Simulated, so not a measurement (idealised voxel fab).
process module | voxel gate over fins
cross-section cut | 240 nm wide | cells 5 nm
A cross-section is a grid of square cells, given in bands from the top down. A band is one or more rows of cells.
Each band's line starts with the height of the band's top and of its bottom, in nm. Then come its materials from left to right, each with its width in nm. One material with "throughout" fills the band from edge to edge. "air" is empty space.
Height 0 is the level under which the wafer as received is all one material. The lowest band goes on downwards, as in "0 down".
A width such as "30 to 40" changes by the same amount from each row of cells to the next, from the band's top row to its bottom row.
"no change" after a step means that no cell of the cross-section changed.
closed voids: empty space of 8 cells or more with no open way to the top, each as width x height at its distance from the left edge, in nm
after a step's settings: what the simulator itself notes on the step
overlay nm, on a step with a mask: how far to the right of its planned place the mask lay; to the left if negative
plan
1 op RECEIVE | material Si
2 op CONFORMAL_DEP | material SiN | thk nm 5
3 op DIRECTIONAL_DEP | material aC | thk nm 15
4 op PATTERN | tone cover | mask id FINS | material resist | width nm 15 | pitch nm 50 | thk nm 30 | overlay nm 0
5 op DIRECTIONAL_ETCH | etch materials aC | depth nm 15
6 op STRIP | etch materials resist
7 op DIRECTIONAL_ETCH | etch materials SiN | depth nm 5
8 op DIRECTIONAL_ETCH | etch materials Si | depth nm 35
9 op STRIP | etch materials aC
10 op OXIDIZE | depth nm 5
11 op FILL_DEP | material SiO2 | thk nm 15
12 op CMP | height nm 5
13 op DIRECTIONAL_DEP | material aC | thk nm 10
14 op PATTERN | tone open | mask id RAIL | material resist | width nm 15 | thk nm 30 | overlay nm 0
15 op DIRECTIONAL_ETCH | etch materials aC | depth nm 10
16 op STRIP | etch materials resist
17 op DIRECTIONAL_ETCH | etch materials SiO2 | depth nm 35
18 op STRIP | etch materials aC
19 op CONFORMAL_DEP | material TiN | thk nm 5
20 op FILL_DEP | material W | thk nm 5
21 op CMP | height nm 5
22 op SELECTIVE_ETCH | etch materials W Ru TiN | depth nm 25
23 op FILL_DEP | material SiO2 | thk nm 5
24 op CMP | height nm 5
25 op SELECTIVE_ETCH | etch materials SiO2 | depth nm 15
26 op STRIP | etch materials SiN
27 op CONFORMAL_DEP | material HfO2 | thk nm 5
28 op CONFORMAL_DEP | material TiN | thk nm 5
29 op CONFORMAL_DEP | material TiAl | thk nm 5
30 op CONFORMAL_DEP | material TiN | thk nm 5
31 op FILL_DEP | material W | thk nm 15
32 op CMP | height nm 30
33 op CONFORMAL_DEP | material SiN | thk nm 10
varied across the wafers: thk nm of step 30. The plan shows the first wafer's value. All wafers start alike
first wafer as received, after step 1
  0 down: Si throughout
  closed voids: none
each wafer at the end: cells of each material gained (+) or lost (-) since it was received, then its closed voids
thk nm 5 | +56 HfO2 | -368 Si | +96 SiN | +270 SiO2 | +56 TiAl | +117 TiN | +157 W | closed voids: none
thk nm 10 | +56 HfO2 | -368 Si | +96 SiN | +270 SiO2 | +56 TiAl | +171 TiN | +103 W | closed voids: none
thk nm 15 | +56 HfO2 | -368 Si | +96 SiN | +270 SiO2 | +56 TiAl | +223 TiN | +51 W | closed voids: none
thk nm 20 | +56 HfO2 | -368 Si | +96 SiN | +270 SiO2 | +56 TiAl | +250 TiN | +24 W | closed voids: none
